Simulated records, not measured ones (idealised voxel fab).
Presented below is a process module, voxel released beams.
In the cross-section labelled cut, the width is 250 nm and each square cell is 5 nm.
In what follows, cross-sections appear as grids of square cells, described through bands that run from the top down, where every band is one or more rows of cells. Quick guide to a band line: top height, bottom height (nm) up front; then every material left to right with its width in nm. Only one material and it's marked "all across"? Then it fills the band edge to edge. And "air" just means empty space. Height 0 is the level under which the wafer as received is all one material. The lowest band goes on downwards, as in "z 0 and below". The width entry "30->40" should be interpreted row by row: the top row of cells in the band takes the first number, the bottom row takes the second number, and the change between adjacent rows is uniform throughout. For the purposes of this document, the phrase "no modification" attached to a step denotes that no cell within the cross-section was modified by that step. "Fully sealed voids": sealed empty spaces, 8 cells or more, no open way to top, listed width x height at distance, with distance from the left edge and width, height and distance in nm. On each step's line, the part that comes after the settings is the simulator's own comment on the step. Each step line may optionally specify "overlay nm", which for a step with a mask gives the rightward distance between the mask's planned place and where it lay, a negative value indicating the leftward direction.

List of planned process steps:
| 1 | RECEIVE: material Si |
| 2 | CONFORMAL_DEP: material SiN, thk nm 5 |
| 3 | DIRECTIONAL_DEP: material SiO2, thk nm 10 |
| 4 | MASKED_ETCH: tone open, mask id ANCHOR, width nm 40, etch materials SiO2, depth nm 10, overlay nm 0 |
| 5 | CONFORMAL_DEP: material polySi, thk nm 15 |
| 6 | DIRECTIONAL_DEP: material aC, thk nm 10 |
| 7 | PATTERN: tone cover, mask id BEAM, material resist, width nm 115, thk nm 25, overlay nm 0 |
| 8 | DIRECTIONAL_ETCH: etch materials aC, depth nm 10 |
| 9 | STRIP: etch materials resist |
| 10 | DIRECTIONAL_ETCH: etch materials polySi, depth nm 15 |
| 11 | STRIP: etch materials aC |
| 12 | STRIP: etch materials SiO2 |

As-received wafer cross-section (after step 1):
- z 0 and below  Si all across
- Fully sealed voids: none

Run as planned - first of the two wafers cross-sectioned at the end of the module:
- z 30 to 20  air (65), then polySi (20), then air (10), then polySi (85), then air (70)
- z 20 to 15  air (65), then polySi (115), then air (70)
- z 15 to 5  air (70), then polySi (40), then air (140)
- z 5 to 0  SiN all across
- z 0 and below  Si all across
- Fully sealed voids: none

Second wafer cross-section at end of module - shared start and plan with the first, one mistake in the run:
- z 30 to 20  air (60), then polySi (25), then air (10), then polySi (90), then air (65)
- z 20 to 15  air (60), then polySi (125), then air (65)
- z 15 to 5  air (70), then polySi (40), then air (140)
- z 5 to 0  SiN all across
- z 0 and below  Si all across
- Fully sealed voids: none
Misprocessing identified: the process deviated at step 7: the operation and settings actually run there were PATTERN: tone cover, mask id BEAM, material resist, width nm 125, thk nm 25, overlay nm 0
Wrapping up, a cell-based count of both wafers puts the second over or under the first for these materials: polySi: 6 more
